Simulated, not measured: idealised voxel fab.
A process module follows: voxel ribs on slabs.
The width of the displayed cross-section, cut, is 235 nm; its cells are square, with a size of 5 nm.
Think of the cross-section as a grid of square cells. We describe it in bands, top to bottom, and each band covers one or more rows of those cells. Read a band's entry like this: the first values are the height of its top and the height of its bottom in nm, and what follows is the sequence of materials from left to right, each with its width in nm. Note that "empty" is empty space, and that a single material marked "everywhere" reaches across the band from edge to edge. The reference from which all heights are counted is 0, the level beneath which the as-received wafer is entirely one material; the lowest band, having no lower bound, proceeds downward and is written after the example "z 0 and below". So if you see something like "30..40" for the width, read it as the top row of the band sitting at the first number and the bottom row at the second, with every row in between moving by the same amount as the last. For the purposes of this document, the phrase "nothing got changed" attached to a step denotes that no cell within the cross-section was modified by that step. "Completely sealed voids" - sealed voids, min. 8 cells, no opening to top; format: width x height at distance (distance from left edge; nm throughout). On a step's line, text after the settings is the simulator commenting on that step. overlay nm: where the mask lay relative to plan, measured to the right, on steps with a mask; negatives go left.

# So here's the lineup of process steps we planned
1. RECEIVE with material Si
2. DIRECTIONAL_DEP with material SiO2, thk nm 25
3. DIRECTIONAL_DEP with material polySi, thk nm 25
4. DIRECTIONAL_DEP with material aC, thk nm 10
5. PATTERN with tone cover, mask id RIB, material resist, width nm 25, thk nm 25, overlay nm 0
6. DIRECTIONAL_ETCH with etch materials aC, depth nm 10
7. STRIP with etch materials resist
8. DIRECTIONAL_ETCH with etch materials polySi, depth nm 10
9. STRIP with etch materials aC
10. DIRECTIONAL_DEP with material aC, thk nm 15
11. PATTERN with tone cover, mask id SLAB, material resist, width nm 65, thk nm 35, overlay nm 0
12. DIRECTIONAL_ETCH with etch materials aC, depth nm 15
13. STRIP with etch materials resist
14. DIRECTIONAL_ETCH with etch materials polySi, depth nm 15
15. STRIP with etch materials aC
16. FILL_DEP with material SiO2, thk nm 30
17. CMP with height nm 70
18. DIRECTIONAL_DEP with material W, thk nm 5
19. PATTERN with tone cover, mask id HEATER, material resist, width nm 35, thk nm 15, overlay nm 0
20. DIRECTIONAL_ETCH with etch materials W, depth nm 5
21. STRIP with etch materials resist
22. CONFORMAL_DEP with material SiN, thk nm 5

# The first of a set of two wafers, run to plan

# The cross-section here shows the wafer as received, i.e. in its state after step 1
  z 0 and below | Si everywhere
  Completely sealed voids: none

# Upon completion of step 2, the wafer appears in cross-section as shown
  z 25 to 0 | SiO2 everywhere
  For the remainder of the cross-section, below 0, there is no change.

# Upon completion of step 3, the wafer appears in cross-section as shown
  z 50 to 25 | polySi everywhere
  For the remainder of the cross-section, below 25, there is no change.

# Upon completion of step 4, the wafer appears in cross-section as shown
  z 60 to 50 | aC everywhere
  For the remainder of the cross-section, below 50, there is no change.

# Upon completion of step 5, the wafer appears in cross-section as shown
  z 85 to 60 | empty 105; resist 25; empty 105
  For the remainder of the cross-section, below 60, there is no change.

# Upon completion of step 6, the wafer appears in cross-section as shown
  z 75 to 60 | empty 105; resist 25; empty 105
  z 60 to 50 | empty 105; aC 25; empty 105
  For the remainder of the cross-section, below 50, there is no change.

# Upon completion of step 7, the wafer appears in cross-section as shown
  z 60 to 50 | empty 105; aC 25; empty 105
  For the remainder of the cross-section, below 50, there is no change.

# Upon completion of step 8, the wafer appears in cross-section as shown
  z 60 to 50 | empty 105; aC 25; empty 105
  z 50 to 40 | empty 105; polySi 25; empty 105
  For the remainder of the cross-section, below 40, there is no change.

# Upon completion of step 9, the wafer appears in cross-section as shown
  z 50 to 40 | empty 105; polySi 25; empty 105
  For the remainder of the cross-section, below 40, there is no change.

# Upon completion of step 10, the wafer appears in cross-section as shown
  z 65 to 55 | empty 105; aC 25; empty 105
  z 55 to 50 | aC everywhere
  z 50 to 40 | aC 105; polySi 25; aC 105
  For the remainder of the cross-section, below 40, there is no change.

# Upon completion of step 11, the wafer appears in cross-section as shown
  z 100 to 65 | empty 85; resist 65; empty 85
  z 65 to 55 | empty 85; resist 20; aC 25; resist 20; empty 85
  For the remainder of the cross-section, below 55, there is no change.

# Upon completion of step 12, the wafer appears in cross-section as shown
  z 85 to 65 | empty 85; resist 65; empty 85
  z 65 to 55 | empty 85; resist 20; aC 25; resist 20; empty 85
  z 55 to 50 | empty 85; aC 65; empty 85
  z 50 to 40 | empty 85; aC 20; polySi 25; aC 20; empty 85
  For the remainder of the cross-section, below 40, there is no change.

# Upon completion of step 13, the wafer appears in cross-section as shown
  z 65 to 55 | empty 105; aC 25; empty 105
  For the remainder of the cross-section, below 55, there is no change.

# Upon completion of step 14, the wafer appears in cross-section as shown
  z 65 to 55 | empty 105; aC 25; empty 105
  z 55 to 50 | empty 85; aC 65; empty 85
  z 50 to 40 | empty 85; aC 20; polySi 25; aC 20; empty 85
  z 40 to 25 | empty 85; polySi 65; empty 85
  For the remainder of the cross-section, below 25, there is no change.

# Upon completion of step 15, the wafer appears in cross-section as shown
  z 50 to 40 | empty 105; polySi 25; empty 105
  For the remainder of the cross-section, below 40, there is no change.

# Upon completion of step 16, the wafer appears in cross-section as shown
  z 80 to 50 | SiO2 everywhere
  z 50 to 40 | SiO2 105; polySi 25; SiO2 105
  z 40 to 25 | SiO2 85; polySi 65; SiO2 85
  For the remainder of the cross-section, below 25, there is no change.

# Upon completion of step 17, the wafer appears in cross-section as shown
  z 70 to 50 | SiO2 everywhere
  For the remainder of the cross-section, below 50, there is no change.

# Upon completion of step 18, the wafer appears in cross-section as shown
  z 75 to 70 | W everywhere
  For the remainder of the cross-section, below 70, there is no change.

# Upon completion of step 19, the wafer appears in cross-section as shown
  z 90 to 75 | empty 100; resist 35; empty 100
  For the remainder of the cross-section, below 75, there is no change.

# Upon completion of step 20, the wafer appears in cross-section as shown
  z 90 to 75 | empty 100; resist 35; empty 100
  z 75 to 70 | empty 100; W 35; empty 100
  For the remainder of the cross-section, below 70, there is no change.

# Upon completion of step 21, the wafer appears in cross-section as shown
  z 75 to 70 | empty 100; W 35; empty 100
  For the remainder of the cross-section, below 70, there is no change.

# Upon completion of step 22, the wafer appears in cross-section as shown
  z 80 to 75 | empty 95; SiN 45; empty 95
  z 75 to 70 | SiN 100; W 35; SiN 100
  For the remainder of the cross-section, below 70, there is no change.

# Now the other wafer: same start, same recipe, but we messed up one thing when running it. Up to and including step 21 it's the same as the first one

X-section, second wafer, when step 22 was due to finish: nothing got changed
Misprocessing identified: step 22 of the plan was bypassed and not carried out
Final tally in cells, some materials are higher or lower on the second wafer than on the first: 49 fewer of SiN
